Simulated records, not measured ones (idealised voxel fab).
Name of the process module below: voxel self aligned contacts
Cross-sectional view cut (width: 250 nm; square cell size: 5 nm).
Square cells in a grid make up a cross-section in this document, and the grid is given as bands, listed from the top down, each one or more rows of cells.
Band entry format. Leading values: height of top, height of bottom, nm. Remainder: materials in left-to-right order, each with its width in nm. Special words: "edge to edge" on a single material, which then fills the band edge to edge; "empty", empty space.
Zero point of the height axis is 0; under it, received wafer = one material. Lowest band: continues down indefinitely, "0 nm and below".
The notation "30->40" denotes a width that varies across the rows of cells in the band, beginning at the first number in the top row, finishing at the second number in the bottom row, and changing by an identical amount from each row to the next.
Take "nothing got changed" at face value: in the step it is given for, the cross-section changed in none of its cells.
You'll see "Entrapped void list" listing empty spaces that have no way open to the top, as long as they're 8 cells or more; the notation is width x height at distance, where the distance is from the left edge, and all of it is in nm.
If you see something after the settings on a step's line, that's the simulator's own remark about that step.
When a step includes a mask, the "overlay nm" setting on its line states how far to the right of its planned place that mask lay, and negative values state how far to the left.

Steps planned for the process:
- 1: RECEIVE (material Si)
- 2: OXIDIZE (depth nm 5)
- 3: DIRECTIONAL_DEP (material polySi; thk nm 25)
- 4: DIRECTIONAL_DEP (material SiN; thk nm 25)
- 5: DIRECTIONAL_DEP (material aC; thk nm 15)
- 6: PATTERN (tone cover; mask id GATE; material resist; width nm 35; pitch nm 75; thk nm 35; overlay nm 0)
- 7: DIRECTIONAL_ETCH (etch materials aC; depth nm 15)
- 8: STRIP (etch materials resist)
- 9: DIRECTIONAL_ETCH (etch materials SiN; depth nm 25)
- 10: DIRECTIONAL_ETCH (etch materials polySi; depth nm 25)
- 11: STRIP (etch materials aC)
- 12: CONFORMAL_DEP (material SiN; thk nm 10)
- 13: DIRECTIONAL_ETCH (etch materials SiN; depth nm 10)
- 14: FILL_DEP (material SiO2; thk nm 15)
- 15: CMP (height nm 55)
- 16: MASKED_ETCH (tone open; mask id CONTACT; width nm 60; etch materials SiO2; depth nm 60; overlay nm 0)
- 17: CONFORMAL_DEP (material TiN; thk nm 5)
- 18: FILL_DEP (material Ru; thk nm 5)
- 19: CMP (height nm 55)
- 20: CONFORMAL_DEP (material SiN; thk nm 5)

Received-state cross-section, reflecting completion of step 1:
- 0 nm and below: Si edge to edge
- Entrapped void list: none

Run as planned - first of the two wafers cross-sectioned at the end of the module:
- 60 nm to 55 nm: SiN edge to edge
- 55 nm to 50 nm: SiO2 95  TiN 25  Ru 10  TiN 25  SiO2 95
- 50 nm to 25 nm: SiO2 60  SiN 55  TiN 5  Ru 10  TiN 5  SiN 55  SiO2 60
- 25 nm to 0 nm: SiO2 60  SiN 10  polySi 35  SiN 10  TiN 5  Ru 10  TiN 5  SiN 10  polySi 35  SiN 10  SiO2 60
- 0 nm to -5 nm: SiO2 115  TiN 20  SiO2 115
- -5 nm and below: Si edge to edge
- Entrapped void list: none

The second wafer, shown in cross-section after the module: started the same way as the first and given the same plan, yet one mistake crept into how it was run:
- 60 nm to 55 nm: SiN edge to edge
- 55 nm to 50 nm: SiO2 95  TiN 20  Ru 20  TiN 20  SiO2 95
- 50 nm to 25 nm: SiO2 65  SiN 45  TiN 5  Ru 20  TiN 5  SiN 45  SiO2 65
- 25 nm to 0 nm: SiO2 65  SiN 10  polySi 25  SiN 10  TiN 5  Ru 20  TiN 5  SiN 10  polySi 25  SiN 10  SiO2 65
- 0 nm to -5 nm: SiO2 110  TiN 30  SiO2 110
- -5 nm and below: Si edge to edge
- Entrapped void list: none
Short version of what went wrong: step 6 was not run as planned; what actually ran was PATTERN (tone cover; mask id GATE; material resist; width nm 25; pitch nm 75; thk nm 35; overlay nm 0)
Bottom line after processing is that, in cells, the second wafer is up or down on some materials versus the first: Ru +22, SiN -20, SiO2 +18, polySi -20
